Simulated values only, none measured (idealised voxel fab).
This section sets out a process module, namely voxel wiring stack.
In the cross-section labelled cut, the width is 280 nm and each square cell is 5 nm.
Cross-section layout: square cells on a grid; listed as bands, top to bottom; a band spans one or more cell rows.
The band entry comprises the height of the band's top followed by the height of its bottom, expressed in nm, and subsequently the band's materials from left to right, each stated together with its width in nm. Where a single material is marked with the word "all across", that material fills the band from edge to edge. The word "blank" represents empty space.
The reference from which all heights are counted is 0, the level beneath which the as-received wafer is entirely one material; the lowest band, having no lower bound, proceeds downward and is written after the example "z 0 and below".
Width: "30->40" (first number = top row, second number = bottom row, same change from row to row of cells).
Key: "all unchanged" - step with no changed cell in the cross-section.
"Voids, fully enclosed" enumerates empty spaces isolated from the top, with no open way to it, that contain at least 8 cells, giving each as width x height at distance from the left edge, all three in nm.
If you see something after the settings on a step's line, that's the simulator's own remark about that step.
The "overlay nm" setting may appear on a step's line; for a step that uses a mask, it gives how far to the right of its planned position the mask lay, and a negative value indicates the left.

## List of planned process steps
step 1: RECEIVE (material Si)
step 2: CONFORMAL_DEP (material SiO2; thk nm 10)
step 3: CONFORMAL_DEP (material SiN; thk nm 5)
step 4: DIRECTIONAL_DEP (material SiO2; thk nm 20)
step 5: MASKED_ETCH (tone open; mask id METAL_1; width nm 20; pitch nm 40; etch materials SiO2; depth nm 20; overlay nm 0)
step 6: MASKED_ETCH (tone open; mask id METAL_1; width nm 20; pitch nm 40; etch materials SiN; depth nm 5; overlay nm 0)
step 7: CONFORMAL_DEP (material TiN; thk nm 5)
step 8: FILL_DEP (material Ru; thk nm 10)
step 9: CMP (height nm 35)
step 10: CONFORMAL_DEP (material SiCN; thk nm 5)
step 11: DIRECTIONAL_DEP (material SiO2; thk nm 15)
step 12: MASKED_ETCH (tone open; mask id PLUG_1; width nm 15; pitch nm 80; etch materials SiO2; depth nm 15; overlay nm 0)
step 13: MASKED_ETCH (tone open; mask id PLUG_1; width nm 15; pitch nm 80; etch materials SiCN; depth nm 5; overlay nm 0)
step 14: CONFORMAL_DEP (material TiN; thk nm 5)
step 15: FILL_DEP (material W; thk nm 5)
step 16: CMP (height nm 55)
step 17: CONFORMAL_DEP (material SiN; thk nm 5)
step 18: DIRECTIONAL_DEP (material lowk; thk nm 20)
step 19: MASKED_ETCH (tone open; mask id METAL_2; width nm 20; pitch nm 40; etch materials lowk; depth nm 20; overlay nm 0)
step 20: MASKED_ETCH (tone open; mask id METAL_2; width nm 20; pitch nm 40; etch materials SiN; depth nm 5; overlay nm 0)
step 21: CONFORMAL_DEP (material TiN; thk nm 5)
step 22: FILL_DEP (material Cu; thk nm 5)
step 23: CMP (height nm 80)
step 24: CONFORMAL_DEP (material SiCN; thk nm 5)
step 25: DIRECTIONAL_DEP (material lowk; thk nm 35)
step 26: MASKED_ETCH (tone open; mask id METAL_3; width nm 20; pitch nm 40; etch materials lowk; depth nm 20; overlay nm 0)
step 27: DIRECTIONAL_DEP (material aC; thk nm 10)
step 28: PATTERN (tone open; mask id METAL_3_HOLES; material resist; width nm 15; pitch nm 80; thk nm 25; overlay nm 0)
step 29: DIRECTIONAL_ETCH (etch materials aC; depth nm 10)
step 30: STRIP (etch materials resist)
step 31: DIRECTIONAL_ETCH (etch materials lowk; depth nm 15)
step 32: DIRECTIONAL_ETCH (etch materials SiCN; depth nm 5)
step 33: STRIP (etch materials aC)
step 34: CONFORMAL_DEP (material TiN; thk nm 5)
step 35: FILL_DEP (material Cu; thk nm 10)
step 36: CMP (height nm 120)
step 37: CONFORMAL_DEP (material SiN; thk nm 5)

## Here's what the wafer looked like in cross-section when it arrived - that's after step 1
* z 0 and below  Si all across
* Voids, fully enclosed: none

## Below is the wafer in cross-section after the module was completed. It began from the starting point shown above and followed the plan shown above, except that one mistake was made while running it
* z 125 to 120  SiN all across
* z 120 to 105  90 of lowk, then 5 of TiN, then 10 of Cu, then 5 of TiN, then 20 of lowk, then 5 of TiN, then 10 of Cu, then 5 of TiN, then 20 of lowk, then 5 of TiN, then 10 of Cu, then 5 of TiN, then 90 of lowk
* z 105 to 100  90 of lowk, then 5 of TiN, then 5 of Cu, then 10 of TiN, then 20 of lowk, then 20 of TiN, then 20 of lowk, then 5 of TiN, then 5 of Cu, then 10 of TiN, then 90 of lowk
* z 100 to 85  90 of lowk, then 5 of TiN, then 5 of Cu, then 5 of TiN, then 65 of lowk, then 5 of TiN, then 5 of Cu, then 5 of TiN, then 95 of lowk
* z 85 to 80  90 of SiCN, then 15 of TiN, then 65 of SiCN, then 15 of TiN, then 95 of SiCN
* z 80 to 65  90 of lowk, then 5 of TiN, then 10 of Cu, then 5 of TiN, then 20 of lowk, then 5 of TiN, then 10 of Cu, then 5 of TiN, then 20 of lowk, then 5 of TiN, then 10 of Cu, then 5 of TiN, then 90 of lowk
* z 65 to 60  90 of lowk, then 20 of TiN, then 20 of lowk, then 20 of TiN, then 20 of lowk, then 20 of TiN, then 90 of lowk
* z 60 to 55  90 of SiN, then 10 of TiN, then 30 of SiN, then 10 of TiN, then 30 of SiN, then 10 of TiN, then 100 of SiN
* z 55 to 40  90 of SiO2, then 5 of TiN, then 5 of W, then 5 of TiN, then 65 of SiO2, then 5 of TiN, then 5 of W, then 5 of TiN, then 95 of SiO2
* z 40 to 35  90 of SiCN, then 15 of TiN, then 65 of SiCN, then 15 of TiN, then 95 of SiCN
* z 35 to 15  90 of SiO2, then 5 of TiN, then 10 of Ru, then 5 of TiN, then 20 of SiO2, then 5 of TiN, then 10 of Ru, then 5 of TiN, then 20 of SiO2, then 5 of TiN, then 10 of Ru, then 5 of TiN, then 90 of SiO2
* z 15 to 10  90 of SiN, then 20 of TiN, then 20 of SiN, then 20 of TiN, then 20 of SiN, then 20 of TiN, then 90 of SiN
* z 10 to 0  SiO2 all across
* z 0 and below  Si all across
* Voids, fully enclosed: none
Finding, execution versus plan: for step 20, the planned setting was not used; the step was instead run as MASKED_ETCH (tone open; mask id METAL_2; width nm 20; pitch nm 40; etch materials SiN; depth nm 5; overlay nm -10)
